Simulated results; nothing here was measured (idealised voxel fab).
process module | voxel lift off
cross-section cut | 175 nm wide | cells 5 nm
A cross-section is a grid of square cells, given in bands from the top down. A band is one or more rows of cells.
Each band's line starts with the height of the band's top and of its bottom, in nm. Then come its materials from left to right, each with its width in nm. One material with "throughout" fills the band from edge to edge. "air" is empty space.
Height 0 is the level under which the wafer as received is all one material. The lowest band goes on downwards, as in "0 down".
A width such as "30 to 40" changes by the same amount from each row of cells to the next, from the band's top row to its bottom row.
"no change" after a step means that no cell of the cross-section changed.
closed voids: empty space of 8 cells or more with no open way to the top, each as width x height at its distance from the left edge, in nm
after a step's settings: what the simulator itself notes on the step
overlay nm, on a step with a mask: how far to the right of its planned place the mask lay; to the left if negative
Each pair below shows a cross-section before one step and the cross-section after it, down to the lowest band that changed. The line under each pair gives the step between them, with its settings. The pairs can come from different runs of this module on the same starting wafer, so a pair continues from the pair above only where its "before" says so.
before
  0 down: Si throughout
  closed voids: none
after
  15 to 0: SiO2 throughout
  below 0: unchanged
  closed voids: none
the step between: op CONFORMAL_DEP | material SiO2 | thk nm 15
before: the cross-section after the pair above
after
  45 to 15: resist 50 | air 30 | resist 15 | air 30 | resist 50
  below 15: unchanged
  closed voids: none
the step between: op PATTERN | tone open | mask id LINES | material resist | width nm 30 | pitch nm 45 | thk nm 30 | overlay nm 0
before: the cross-section after the pair above
after
  60 to 45: Ru 50 | air 30 | Ru 15 | air 30 | Ru 50
  45 to 30: resist 50 | air 30 | resist 15 | air 30 | resist 50
  30 to 15: resist 50 | Ru 30 | resist 15 | Ru 30 | resist 50
  below 15: unchanged
  closed voids: none
the step between: op DIRECTIONAL_DEP | material Ru | thk nm 15
before: the cross-section after the pair above
after
  30 to 15: air 50 | Ru 30 | air 15 | Ru 30 | air 50
  below 15: unchanged
  closed voids: none
the step between: op STRIP | etch materials resist
before: the cross-section after the pair above
after
  35 to 30: air 45 | SiO2 40 | air 5 | SiO2 40 | air 45
  30 to 20: air 45 | SiO2 5 | Ru 30 | SiO2 5 | air 5 | SiO2 5 | Ru 30 | SiO2 5 | air 45
  20 to 15: SiO2 50 | Ru 30 | SiO2 15 | Ru 30 | SiO2 50
  below 15: unchanged
  closed voids: none
the step between: op CONFORMAL_DEP | material SiO2 | thk nm 5
before
  45 to 15: resist 50 | air 30 | resist 15 | air 30 | resist 50
  15 to 0: SiO2 throughout
  0 down: Si throughout
  closed voids: none
after
  15 to 0: SiO2 throughout
  below 0: unchanged
  closed voids: none
the step between: op STRIP | etch materials resist
before: the cross-section after the pair above
after
  20 to 0: SiO2 throughout
  below 0: unchanged
  closed voids: none
the step between: op CONFORMAL_DEP | material SiO2 | thk nm 5
before
  15 to 0: SiO2 throughout
  0 down: Si throughout
  closed voids: none
after
  30 to 0: SiO2 throughout
  below 0: unchanged
  closed voids: none
the step between: op CONFORMAL_DEP | material SiO2 | thk nm 15
before: the cross-section after the pair above
after
  60 to 30: resist 50 | air 30 | resist 15 | air 30 | resist 50
  below 30: unchanged
  closed voids: none
the step between: op PATTERN | tone open | mask id LINES | material resist | width nm 30 | pitch nm 45 | thk nm 30 | overlay nm 0
before: the cross-section after the pair above
after
  75 to 60: Ru 50 | air 30 | Ru 15 | air 30 | Ru 50
  60 to 45: resist 50 | air 30 | resist 15 | air 30 | resist 50
  45 to 30: resist 50 | Ru 30 | resist 15 | Ru 30 | resist 50
  below 30: unchanged
  closed voids: none
the step between: op DIRECTIONAL_DEP | material Ru | thk nm 15
before: the cross-section after the pair above
after
  45 to 30: air 50 | Ru 30 | air 15 | Ru 30 | air 50
  below 30: unchanged
  closed voids: none
the step between: op STRIP | etch materials resist
before: the cross-section after the pair above
after
  50 to 45: air 45 | SiO2 40 | air 5 | SiO2 40 | air 45
  45 to 35: air 45 | SiO2 5 | Ru 30 | SiO2 5 | air 5 | SiO2 5 | Ru 30 | SiO2 5 | air 45
  35 to 30: SiO2 50 | Ru 30 | SiO2 15 | Ru 30 | SiO2 50
  below 30: unchanged
  closed voids: none
the step between: op CONFORMAL_DEP | material SiO2 | thk nm 5
before
  45 to 15: resist 50 | air 30 | resist 15 | air 30 | resist 50
  15 to 0: SiO2 throughout
  0 down: Si throughout
  closed voids: none
after
  70 to 45: Ru 50 | air 30 | Ru 15 | air 30 | Ru 50
  45 to 40: resist 50 | air 30 | resist 15 | air 30 | resist 50
  40 to 15: resist 50 | Ru 30 | resist 15 | Ru 30 | resist 50
  below 15: unchanged
  closed voids: none
the step between: op DIRECTIONAL_DEP | material Ru | thk nm 25
before: the cross-section after the pair above
after
  40 to 15: air 50 | Ru 30 | air 15 | Ru 30 | air 50
  below 15: unchanged
  closed voids: none
the step between: op STRIP | etch materials resist
before: the cross-section after the pair above
after
  45 to 40: air 45 | SiO2 40 | air 5 | SiO2 40 | air 45
  40 to 20: air 45 | SiO2 5 | Ru 30 | SiO2 5 | air 5 | SiO2 5 | Ru 30 | SiO2 5 | air 45
  20 to 15: SiO2 50 | Ru 30 | SiO2 15 | Ru 30 | SiO2 50
  below 15: unchanged
  closed voids: none
the step between: op CONFORMAL_DEP | material SiO2 | thk nm 5
before
  15 to 0: SiO2 throughout
  0 down: Si throughout
  closed voids: none
after
  45 to 15: resist 55 | air 25 | resist 20 | air 25 | resist 50
  below 15: unchanged
  closed voids: none
the step between: op PATTERN | tone open | mask id LINES | material resist | width nm 25 | pitch nm 45 | thk nm 30 | overlay nm 0
before: the cross-section after the pair above
after
  60 to 45: Ru 55 | air 25 | Ru 20 | air 25 | Ru 50
  45 to 30: resist 55 | air 25 | resist 20 | air 25 | resist 50
  30 to 15: resist 55 | Ru 25 | resist 20 | Ru 25 | resist 50
  below 15: unchanged
  closed voids: none
the step between: op DIRECTIONAL_DEP | material Ru | thk nm 15
before: the cross-section after the pair above
after
  30 to 15: air 55 | Ru 25 | air 20 | Ru 25 | air 50
  below 15: unchanged
  closed voids: none
the step between: op STRIP | etch materials resist
before: the cross-section after the pair above
after
  35 to 30: air 50 | SiO2 35 | air 10 | SiO2 35 | air 45
  30 to 20: air 50 | SiO2 5 | Ru 25 | SiO2 5 | air 10 | SiO2 5 | Ru 25 | SiO2 5 | air 45
  20 to 15: SiO2 55 | Ru 25 | SiO2 20 | Ru 25 | SiO2 50
  below 15: unchanged
  closed voids: none
the step between: op CONFORMAL_DEP | material SiO2 | thk nm 5
before
  15 to 0: SiO2 throughout
  0 down: Si throughout
  closed voids: none
after
  45 to 15: resist 40 | air 30 | resist 15 | air 30 | resist 60
  below 15: unchanged
  closed voids: none
the step between: op PATTERN | tone open | mask id LINES | material resist | width nm 30 | pitch nm 45 | thk nm 30 | overlay nm -10
before: the cross-section after the pair above
after
  60 to 45: Ru 40 | air 30 | Ru 15 | air 30 | Ru 60
  45 to 30: resist 40 | air 30 | resist 15 | air 30 | resist 60
  30 to 15: resist 40 | Ru 30 | resist 15 | Ru 30 | resist 60
  below 15: unchanged
  closed voids: none
the step between: op DIRECTIONAL_DEP | material Ru | thk nm 15
before: the cross-section after the pair above
after
  30 to 15: air 40 | Ru 30 | air 15 | Ru 30 | air 60
  below 15: unchanged
  closed voids: none
the step between: op STRIP | etch materials resist
before: the cross-section after the pair above
after
  35 to 30: air 35 | SiO2 40 | air 5 | SiO2 40 | air 55
  30 to 20: air 35 | SiO2 5 | Ru 30 | SiO2 5 | air 5 | SiO2 5 | Ru 30 | SiO2 5 | air 55
  20 to 15: SiO2 40 | Ru 30 | SiO2 15 | Ru 30 | SiO2 60
  below 15: unchanged
  closed voids: none
the step between: op CONFORMAL_DEP | material SiO2 | thk nm 5
before
  30 to 15: air 50 | Ru 30 | air 15 | Ru 30 | air 50
  15 to 0: SiO2 throughout
  0 down: Si throughout
  closed voids: none
after
  35 to 20: air 45 | Ru 40 | air 5 | Ru 40 | air 45
  20 to 15: Ru throughout
  below 15: unchanged
  closed voids: none
the step between: op CONFORMAL_DEP | material Ru | thk nm 5
before
  15 to 0: SiO2 throughout
  0 down: Si throughout
  closed voids: none
after
  45 to 15: air 50 | resist 30 | air 15 | resist 30 | air 50
  below 15: unchanged
  closed voids: none
the step between: op PATTERN | tone cover | mask id LINES | material resist | width nm 30 | pitch nm 45 | thk nm 30 | overlay nm 0
before: the cross-section after the pair above
after
  60 to 45: air 50 | Ru 30 | air 15 | Ru 30 | air 50
  45 to 30: air 50 | resist 30 | air 15 | resist 30 | air 50
  30 to 15: Ru 50 | resist 30 | Ru 15 | resist 30 | Ru 50
  below 15: unchanged
  closed voids: none
the step between: op DIRECTIONAL_DEP | material Ru | thk nm 15
before: the cross-section after the pair above
after
  30 to 15: Ru 50 | air 30 | Ru 15 | air 30 | Ru 50
  below 15: unchanged
  closed voids: none
the step between: op STRIP | etch materials resist
before: the cross-section after the pair above
after
  35 to 30: SiO2 55 | air 20 | SiO2 25 | air 20 | SiO2 55
  30 to 20: Ru 50 | SiO2 5 | air 20 | SiO2 5 | Ru 15 | SiO2 5 | air 20 | SiO2 5 | Ru 50
  20 to 15: Ru 50 | SiO2 30 | Ru 15 | SiO2 30 | Ru 50
  below 15: unchanged
  closed voids: none
the step between: op CONFORMAL_DEP | material SiO2 | thk nm 5
